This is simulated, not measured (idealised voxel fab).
The process module that follows is named voxel self aligned vias.
The figure presents cross-section cut, which has a width of 150 nm and is divided into square cells with an edge length of 5 nm.
Cross-sections here: square-cell grids, written as top-down lists of bands, a band being one or more rows of cells. Per band: top height and bottom height in nm, followed by the left-to-right materials and their widths in nm; "full width" marks a single material spanning edge to edge, "empty" marks empty space. A quick word on heights: they are counted from 0, and under that level the wafer as it came to us is one material throughout. The lowest band is different from the rest in having no bottom; it simply continues downward, written as in "0 -> down". Read "30->40" as a graded width: first number on top, second number at the bottom, same change between each pair of neighbouring rows. Any step labelled "all unchanged" changed none of the cells in the cross-section. "Enclosed internal cavities" - sealed voids, min. 8 cells, no opening to top; format: width x height at distance (distance from left edge; nm throughout). Read whatever lies past the settings on a step's line as the simulator's own remark about the step. "overlay nm", when on a step's line for a step with a mask, measures how far to the right of its planned place the mask lay; a negative measure means to the left.
**Process steps - plan**
- 1: RECEIVE | material Si
- 2: CONFORMAL_DEP | material SiO2 | thk nm 10
- 3: CONFORMAL_DEP | material SiCN | thk nm 5
- 4: DIRECTIONAL_DEP | material lowk | thk nm 20
- 5: DIRECTIONAL_DEP | material aC | thk nm 15
- 6: PATTERN | tone open | mask id LINES | material resist | width nm 30 | pitch nm 65 | thk nm 30 | overlay nm 0
- 7: DIRECTIONAL_ETCH | etch materials aC | depth nm 15
- 8: STRIP | etch materials resist
- 9: DIRECTIONAL_ETCH | etch materials lowk | depth nm 20
- 10: STRIP | etch materials aC
- 11: CONFORMAL_DEP | material TiN | thk nm 5
- 12: FILL_DEP | material Ru | thk nm 10
- 13: CMP | height nm 35
- 14: SELECTIVE_ETCH | etch materials W Ru TiN | depth nm 10
- 15: FILL_DEP | material SiN | thk nm 10
- 16: CMP | height nm 35
- 17: DIRECTIONAL_DEP | material lowk | thk nm 20
- 18: PATTERN | tone open | mask id VIAS | material resist | width nm 40 | thk nm 20 | overlay nm 0
- 19: DIRECTIONAL_ETCH | etch materials lowk | depth nm 20
- 20: DIRECTIONAL_ETCH | etch materials SiN | depth nm 10
- 21: STRIP | etch materials resist
- 22: CONFORMAL_DEP | material TiN | thk nm 5
- 23: FILL_DEP | material Ru | thk nm 10
- 24: CMP | height nm 55
- 25: CONFORMAL_DEP | material SiN | thk nm 5
**As-received state of the wafer in cross-section, equivalent to post-step 1**
	0 -> down: Si full width
	Enclosed internal cavities: none
**Cross-section, end of module. Start: as above. Plan: as above. Execution: one mistake**
	60 -> 55: SiN full width
	55 -> 40: 25 nm lowk; 5 nm TiN; 30 nm Ru; 5 nm TiN; 85 nm lowk
	40 -> 35: 25 nm lowk; 5 nm TiN; 20 nm Ru; 15 nm TiN; 85 nm lowk
	35 -> 30: 25 nm lowk; 5 nm TiN; 20 nm Ru; 5 nm TiN; 35 nm lowk; 30 nm SiN; 30 nm lowk
	30 -> 25: 25 nm lowk; 30 nm TiN; 35 nm lowk; 30 nm SiN; 30 nm lowk
	25 -> 20: 25 nm lowk; 5 nm TiN; 20 nm Ru; 5 nm TiN; 35 nm lowk; 5 nm TiN; 20 nm Ru; 5 nm TiN; 30 nm lowk
	20 -> 15: 25 nm lowk; 30 nm TiN; 35 nm lowk; 30 nm TiN; 30 nm lowk
	15 -> 10: SiCN full width
	10 -> 0: SiO2 full width
	0 -> down: Si full width
	Enclosed internal cavities: none
The mistake made against the process plan was this: contrary to plan, step 18 was performed as PATTERN | tone open | mask id VIAS | material resist | width nm 40 | thk nm 20 | overlay nm 5
